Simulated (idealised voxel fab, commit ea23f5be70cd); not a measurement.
You're looking at the process module voxel local oxidation.
Square cell edge 5 nm, section width 210 nm, ID cut.
The cross-sections in this document take the form of a grid made of square cells. They are written out as bands, in order from top to bottom. Each band consists of one or more rows of cells. Heights first: top, then bottom, in nm. Then materials, left to right, each with a width in nm. "throughout" on a single material: fills the band edge to edge. "air": empty space. Measure heights from 0. That's the level where, below it, the as-received wafer is all one material. The lowest band is bottomless and extends downward; write it as in "z 0 and below". Per-row width for "30 to 40": begins at first number (top row of band), ends at second number (bottom row), increment between rows held constant. A step reported as "left unchanged" is a step in which no cell of the cross-section changed. Under "Unvented cavities" you'll find the enclosed gaps, the ones with no way out to the top, that are 8 cells or bigger; each reads width x height at distance, with distance counted from the left edge, everything in nm. after a step's settings: what the simulator itself notes on the step. overlay nm: right-of-plan distance of the mask on a masked step; negative values mean left-of-plan.

### This section lists the process steps that were planned
1) RECEIVE with material Si
2) OXIDIZE with depth nm 5
3) CONFORMAL_DEP with material SiN, thk nm 10
4) MASKED_ETCH with tone cover, mask id ACTIVE, width nm 130, etch materials SiN, depth nm 10, overlay nm 0
5) SELECTIVE_ETCH with etch materials SiO2, depth nm 5
6) OXIDIZE with depth nm 10
7) STRIP with etch materials SiN

### Run as planned: first of two wafers

### Wafer cross-section on receipt, i.e. after step 1
z 0 and below = Si throughout
Unvented cavities: none

### Presented here is a cross-section of the wafer after step 2 has been performed
z 0 to -5 = SiO2 throughout
Below -5, no change.

### Presented here is a cross-section of the wafer after step 3 has been performed
z 10 to 0 = SiN throughout
Below 0, no change.

### Presented here is a cross-section of the wafer after step 4 has been performed
z 10 to 0 = air 40  SiN 130  air 40
Below 0, no change.

### Presented here is a cross-section of the wafer after step 5 has been performed
z 10 to 0 = air 40  SiN 130  air 40
z 0 to -5 = air 45  SiO2 120  air 45
Below -5, no change.

### Presented here is a cross-section of the wafer after step 6 has been performed
z 10 to 0 = air 40  SiN 130  air 40
z 0 to -5 = air 45  SiO2 120  air 45
z -5 to -15 = SiO2 55  Si 100  SiO2 55
Below -15, no change.

### Presented here is a cross-section of the wafer after step 7 has been performed
z 0 to -5 = air 45  SiO2 120  air 45
Below -5, no change.

### Here the second wafer is described. Its start and its plan were those of the first wafer. Its run contained one mistake. Up to and including step 3, it did exactly what the first wafer did

### Look at the second wafer in cross-section at the time step 4 ought to have finished
z 10 to 0 = air 40  SiN 135  air 35
Below 0, no change.

### Look at the second wafer in cross-section at the time step 5 ought to have finished
z 10 to 0 = air 40  SiN 135  air 35
z 0 to -5 = air 45  SiO2 125  air 40
Below -5, no change.

### Look at the second wafer in cross-section at the time step 6 ought to have finished
z 10 to 0 = air 40  SiN 135  air 35
z 0 to -5 = air 45  SiO2 125  air 40
z -5 to -15 = SiO2 55  Si 105  SiO2 50
Below -15, no change.

### Look at the second wafer in cross-section at the time step 7 ought to have finished
z 0 to -5 = air 45  SiO2 125  air 40
Below -5, no change.
Want to know what went wrong? step 4 ran with different settings than intended, the actual operation and settings being MASKED_ETCH with tone cover, mask id ACTIVE, width nm 135, etch materials SiN, depth nm 10, overlay nm 0
The final cell counts differ between the wafers, with the second having more or fewer of some materials than the first: Si: 2 more, SiO2: 1 fewer
